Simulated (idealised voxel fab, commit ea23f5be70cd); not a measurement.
voxel tone inversion: a process module
The cross-section on display is named cut; it measures 215 nm wide, and its cells are 5 nm squares.
A cross-section in this document is a grid of square cells, and it is written down as bands, the top band listed before the ones below it; a band is made up of one or more rows of cells. Top, bottom (nm), then materials left to right with widths (nm); lone material tagged "full width" fills the whole band edge to edge; "empty" = empty space. Where do heights start? At 0: under that level the wafer as delivered is made of one material only. And the lowest band has no floor; it just carries on downward, as in "0..down". It should be noted that a width expressed as "30 to 40" varies in equal increments from row to row of cells within the band, taking the value of the first number at the top row and that of the second number at the bottom row. The designation "no alterations made", where it is given for a processing step, indicates that no cell of the cross-section was altered in the course of that step. If an empty space has no open way to the top and is at least 8 cells in size, "Closed cavity list" lists it, written width x height at distance, where distance is measured from the left edge and every value is in nm. Post-settings text on a step line: simulator's own remark regarding the step. A step line may carry the setting "overlay nm", which, for steps involving a mask, states the distance by which the mask lay to the right of its intended position; negative values denote displacement to the left.
Listed below are the process steps as planned:
1. RECEIVE [material Si]
2. CONFORMAL_DEP [material SiN] [thk nm 5]
3. DIRECTIONAL_DEP [material aC] [thk nm 15]
4. PATTERN [tone cover] [mask id POSTS] [material resist] [width nm 20] [pitch nm 50] [thk nm 20] [overlay nm 0]
5. DIRECTIONAL_ETCH [etch materials aC] [depth nm 15]
6. STRIP [etch materials resist]
7. FILL_DEP [material lowk] [thk nm 5]
8. CMP [height nm 20]
9. STRIP [etch materials aC]
As received (post step 1): cross-section:
	0..down  Si full width
	Closed cavity list: none
First of two wafers at the end of the module, shown in cross-section; run carried out as planned:
	20..5  20 of lowk  20 of empty  30 of lowk  20 of empty  30 of lowk  20 of empty  30 of lowk  20 of empty  25 of lowk
	5..0  SiN full width
	0..down  Si full width
	Closed cavity list: none
Here's the second of our two wafers sectioned at module end. Same start as the first, same plan, but one mistake got made running it:
	20..5  25 of lowk  15 of empty  35 of lowk  15 of empty  35 of lowk  15 of empty  35 of lowk  15 of empty  25 of lowk
	5..0  SiN full width
	0..down  Si full width
	Closed cavity list: none
What went wrong in running the wafer? heads up, step 4 didn't go per plan, it actually ran as PATTERN [tone cover] [mask id POSTS] [material resist] [width nm 15] [pitch nm 50] [thk nm 20] [overlay nm 0]
Heads up, by the end the second wafer has more or fewer cells of some materials compared to the first: 12 more of lowk
